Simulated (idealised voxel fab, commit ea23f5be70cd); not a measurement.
voxel capacitor over wiring: a process module
The figure presents cross-section cut, which has a width of 300 nm and is divided into square cells with an edge length of 5 nm.
The cross-sections in this document take the form of a grid made of square cells. They are written out as bands, in order from top to bottom. Each band consists of one or more rows of cells. Heads up on the band format: heights come first, top then bottom, in nm. After that it's the materials left to right, each with its width in nm. A single material flagged "full width" fills the whole band edge to edge, and "empty" means there's empty space there. Height datum 0, below which the as-received substrate wafer is one material. Lowest band open at the bottom, running downward: "top 0, no bottom". The expression "30..40" gives the width at the extremes of the band, the first number at its top row of cells and the second at its bottom row, with the width changing by equal amounts from each row to the next in between. Where a step carries "remains unaltered", the cross-section came out of it unchanged, cell for cell. For the entry "Sealed void inventory", the listed items are empty spaces with no open way to the top whose size is 8 cells or more; each item follows the pattern width x height at distance, where distance is from the left edge and all three are in nm. It should be noted that, on the line of a given step, the content following the step's settings is a remark produced by the simulator itself with respect to that step. overlay nm: step with mask; distance mask lay right of planned place; negative value = left of planned place.
[So here's the lineup of process steps we planned]
1 RECEIVE,material Si
2 CONFORMAL_DEP,material SiO2,thk nm 15
3 DIRECTIONAL_DEP,material TiN,thk nm 5
4 DIRECTIONAL_DEP,material W,thk nm 20
5 MASKED_ETCH,tone cover,mask id METAL_1,width nm 20,pitch nm 85,etch materials W,depth nm 20,overlay nm 0
6 MASKED_ETCH,tone cover,mask id METAL_1,width nm 20,pitch nm 85,etch materials TiN,depth nm 5,overlay nm 0
7 CONFORMAL_DEP,material SiCN,thk nm 5
8 FILL_DEP,material lowk,thk nm 5
9 CMP,height nm 40
10 CONFORMAL_DEP,material SiCN,thk nm 5
11 DIRECTIONAL_DEP,material SiO2,thk nm 20
12 PATTERN,tone open,mask id PLUG_1,material resist,width nm 15,thk nm 20,overlay nm 0
13 DIRECTIONAL_ETCH,etch materials SiO2,depth nm 20
14 DIRECTIONAL_ETCH,etch materials SiCN,depth nm 5
15 STRIP,etch materials resist
16 CONFORMAL_DEP,material TiN,thk nm 5
17 FILL_DEP,material Cu,thk nm 10
18 CMP,height nm 65
19 DIRECTIONAL_DEP,material TiN,thk nm 10
20 DIRECTIONAL_DEP,material HfO2,thk nm 5
21 DIRECTIONAL_DEP,material TiN,thk nm 10
22 DIRECTIONAL_DEP,material aC,thk nm 15
23 PATTERN,tone cover,mask id UPPER_PLATE,material resist,width nm 70,thk nm 30,overlay nm 0
24 DIRECTIONAL_ETCH,etch materials aC,depth nm 15
25 STRIP,etch materials resist
26 DIRECTIONAL_ETCH,etch materials TiN,depth nm 10
27 DIRECTIONAL_ETCH,etch materials HfO2,depth nm 5
28 STRIP,etch materials aC
29 MASKED_ETCH,tone cover,mask id LOWER_PLATE,width nm 80,etch materials TiN,depth nm 10,overlay nm 0
30 FILL_DEP,material SiO2,thk nm 15
31 CMP,height nm 100
32 PATTERN,tone open,mask id PLUG_2,material resist,width nm 15,thk nm 20,overlay nm 0
33 DIRECTIONAL_ETCH,etch materials SiO2,depth nm 10
34 STRIP,etch materials resist
35 CONFORMAL_DEP,material TiN,thk nm 5
36 FILL_DEP,material W,thk nm 5
37 CMP,height nm 100
38 CONFORMAL_DEP,material SiCN,thk nm 5
[So this is the incoming wafer in cross-section - it's already been through step 1]
  top 0, no bottom: Si full width
  Sealed void inventory: none
[The module was run from the start shown above using the plan shown above, but one mistake was made doing it; the resulting wafer cross-section is below]
  top 105, bottom 100: SiCN full width
  top 100, bottom 95: 110 SiO2  5 TiN  5 W  5 TiN  175 SiO2
  top 95, bottom 90: 110 SiO2  15 TiN  175 SiO2
  top 90, bottom 80: 95 SiO2  80 TiN  125 SiO2
  top 80, bottom 75: 95 SiO2  80 HfO2  125 SiO2
  top 75, bottom 65: 95 SiO2  80 TiN  125 SiO2
  top 65, bottom 45: 100 SiO2  5 TiN  5 Cu  5 TiN  185 SiO2
  top 45, bottom 40: 100 SiCN  15 TiN  185 SiCN
  top 40, bottom 20: 90 lowk  5 SiCN  20 W  5 SiCN  55 lowk  5 SiCN  20 W  5 SiCN  95 lowk
  top 20, bottom 15: 95 SiCN  20 TiN  65 SiCN  20 TiN  100 SiCN
  top 15, bottom 0: SiO2 full width
  top 0, no bottom: Si full width
  Sealed void inventory: none
Short version of what went wrong: planned and actual differ for step 23; actual: PATTERN,tone cover,mask id UPPER_PLATE,material resist,width nm 80,thk nm 30,overlay nm 0
